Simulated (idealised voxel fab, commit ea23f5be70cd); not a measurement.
process module | voxel self aligned contacts
cross-section cut | 205 nm wide | cells 5 nm
Reading order for cross-sections: top band down to bottom band. Underlying form: a grid of square cells. Band size: one or more rows of cells. Top, bottom (nm), then materials left to right with widths (nm); lone material tagged "throughout" fills the whole band edge to edge; "blank" = empty space. The level at which height equals 0 is the one under which the wafer, as it arrives, is entirely one material. No lower edge exists for the bottom band, which continues downward and is notated as in "0 down". Per-row width for "30->40": begins at first number (top row of band), ends at second number (bottom row), increment between rows held constant. "nothing got changed" (step): cross-section cells unchanged, all of them. This entry, "Sealed void inventory", enumerates those empty regions of no fewer than 8 cells that possess no open connection to the top. Each region is reported in the form width x height at distance, the distance being taken from the left edge, with all three quantities expressed in nm. after a step's settings: what the simulator itself notes on the step. overlay nm: for a step with a mask, the amount by which the mask lay right of where it was planned; a negative amount means left of it.
**Process steps - plan**
1. RECEIVE with material Si
2. CONFORMAL_DEP with material SiO2, thk nm 5
3. DIRECTIONAL_DEP with material polySi, thk nm 20
4. DIRECTIONAL_DEP with material SiN, thk nm 20
5. MASKED_ETCH with tone cover, mask id GATE, width nm 25, pitch nm 50, etch materials SiN, depth nm 20, overlay nm 0
6. MASKED_ETCH with tone cover, mask id GATE, width nm 25, pitch nm 50, etch materials polySi, depth nm 20, overlay nm 0
7. CONFORMAL_DEP with material SiN, thk nm 5
8. DIRECTIONAL_ETCH with etch materials SiN, depth nm 5
9. FILL_DEP with material SiO2, thk nm 15
10. CMP with height nm 50
11. PATTERN with tone open, mask id CONTACT, material resist, width nm 35, pitch nm 50, thk nm 15, overlay nm -15
12. DIRECTIONAL_ETCH with etch materials SiO2, depth nm 50
13. STRIP with etch materials resist
14. CONFORMAL_DEP with material TiN, thk nm 5
15. FILL_DEP with material W, thk nm 10
16. CMP with height nm 50
17. CONFORMAL_DEP with material SiCN, thk nm 5
Across this set of wafers, the varied parameter is the overlay nm of step 11. Starting conditions are identical for every wafer, and the plan reports the value assigned to the first wafer.
**The first of several wafers as received, shown in cross-section; this is its state after step 1**
* 0 down: Si throughout
* Sealed void inventory: none
**each wafer at the end: cells of each material gained (+) or lost (-) since it was received, then its closed voids**
overlay nm -15 | +41 SiCN | +108 SiN | +192 SiO2 | +50 TiN | +60 polySi | Sealed void inventory: none
overlay nm -10 | +41 SiCN | +108 SiN | +174 SiO2 | +50 TiN | +18 W | +60 polySi | Sealed void inventory: none
overlay nm -5 | +41 SiCN | +108 SiN | +174 SiO2 | +50 TiN | +18 W | +60 polySi | Sealed void inventory: none
overlay nm 0 | +41 SiCN | +108 SiN | +174 SiO2 | +50 TiN | +18 W | +60 polySi | Sealed void inventory: none
overlay nm 5 | +41 SiCN | +108 SiN | +174 SiO2 | +50 TiN | +18 W | +60 polySi | Sealed void inventory: none
overlay nm 10 | +41 SiCN | +108 SiN | +174 SiO2 | +50 TiN | +18 W | +60 polySi | Sealed void inventory: none
overlay nm 15 | +41 SiCN | +108 SiN | +192 SiO2 | +50 TiN | +60 polySi | Sealed void inventory: none
